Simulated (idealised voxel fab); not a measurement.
Process module heading - voxel lift off
Each square cell in cross-section cut measures 5 nm, and the section as a whole is 295 nm wide.
If you're reading a cross-section in this doc, picture square cells in a grid; it comes to you as bands, top ones listed first down to the bottom, and a band can be one or more rows of cells. Basically the band line says how high the top is and how high the bottom is, in nm, and then what's in it from left to right, every material with its width in nm. Empty space shows up as "blank", and if a single material carries "edge to edge" it runs the full band edge to edge. Height is counted from the level 0, under which the received wafer is composed throughout of one material. The lowest of the bands is not closed at the bottom but continues downward, in the notation "0 -> down". A width given as "30..40" starts at the first number in the band's top row and ends at the second number in its bottom row, shifting by an equal amount at every step from row to row. It should be understood that the words "nothing was modified", when stated for a given step, signify that the cross-section underwent no change in any of its cells during that step. In the "Enclosed void listing" entry, you get each enclosed empty space of 8 cells or more, one with no open way to the top, written width x height at distance, distance from the left edge, in nm. What comes after the settings on a step's line is commentary from the simulator itself on that step. "overlay nm" answers the question of how far to the right of plan the mask lay on a step that has a mask, and when it is negative the answer is to the left.

# The steps planned for the process are as follows
- 1: op RECEIVE | material Si
- 2: op CONFORMAL_DEP | material Al2O3 | thk nm 15
- 3: op PATTERN | tone open | mask id LINES | material resist | width nm 30 | pitch nm 55 | thk nm 15 | overlay nm 0
- 4: op DIRECTIONAL_DEP | material Ru | thk nm 5
- 5: op STRIP | etch materials resist
- 6: op CONFORMAL_DEP | material SiO2 | thk nm 10

# Of two wafers, the first: run according to plan

# as received, after step 1
> 0 -> down: Si edge to edge
> Enclosed void listing: none

# The wafer, seen in cross-section, after step 2
> 15 -> 0: Al2O3 edge to edge
> No changes below 0.

# The wafer, seen in cross-section, after step 3
> 30 -> 15: resist 75  blank 30  resist 25  blank 30  resist 25  blank 30  resist 80
> No changes below 15.

# The wafer, seen in cross-section, after step 4
> 35 -> 30: Ru 75  blank 30  Ru 25  blank 30  Ru 25  blank 30  Ru 80
> 30 -> 20: resist 75  blank 30  resist 25  blank 30  resist 25  blank 30  resist 80
> 20 -> 15: resist 75  Ru 30  resist 25  Ru 30  resist 25  Ru 30  resist 80
> No changes below 15.

# The wafer, seen in cross-section, after step 5
> 20 -> 15: blank 75  Ru 30  blank 25  Ru 30  blank 25  Ru 30  blank 80
> No changes below 15.

# The wafer, seen in cross-section, after step 6
> 30 -> 25: blank 65  SiO2 50  blank 5  SiO2 50  blank 5  SiO2 50  blank 70
> 25 -> 20: SiO2 edge to edge
> 20 -> 15: SiO2 75  Ru 30  SiO2 25  Ru 30  SiO2 25  Ru 30  SiO2 80
> No changes below 15.

# The remaining wafer, second of the two, started like the first and was run to the same plan, except that one mistake was made along the way; the two coincide through step 2, inclusive

# Second wafer at the planned finish of step 3, seen in cross-section
> 30 -> 15: resist 70  blank 30  resist 25  blank 30  resist 25  blank 30  resist 85
> No changes below 15.

# Second wafer at the planned finish of step 4, seen in cross-section
> 35 -> 30: Ru 70  blank 30  Ru 25  blank 30  Ru 25  blank 30  Ru 85
> 30 -> 20: resist 70  blank 30  resist 25  blank 30  resist 25  blank 30  resist 85
> 20 -> 15: resist 70  Ru 30  resist 25  Ru 30  resist 25  Ru 30  resist 85
> No changes below 15.

# Second wafer at the planned finish of step 5, seen in cross-section
> 20 -> 15: blank 70  Ru 30  blank 25  Ru 30  blank 25  Ru 30  blank 85
> No changes below 15.

# Second wafer at the planned finish of step 6, seen in cross-section
> 30 -> 25: blank 60  SiO2 50  blank 5  SiO2 50  blank 5  SiO2 50  blank 75
> 25 -> 20: SiO2 edge to edge
> 20 -> 15: SiO2 70  Ru 30  SiO2 25  Ru 30  SiO2 25  Ru 30  SiO2 85
> No changes below 15.
Nonconformance to the process plan: step 3 changed vs plan, executed as op PATTERN | tone open | mask id LINES | material resist | width nm 30 | pitch nm 55 | thk nm 15 | overlay nm -5
At the end, each material covers as many cells on the second wafer as it does on the first, though the cells it covers are elsewhere.
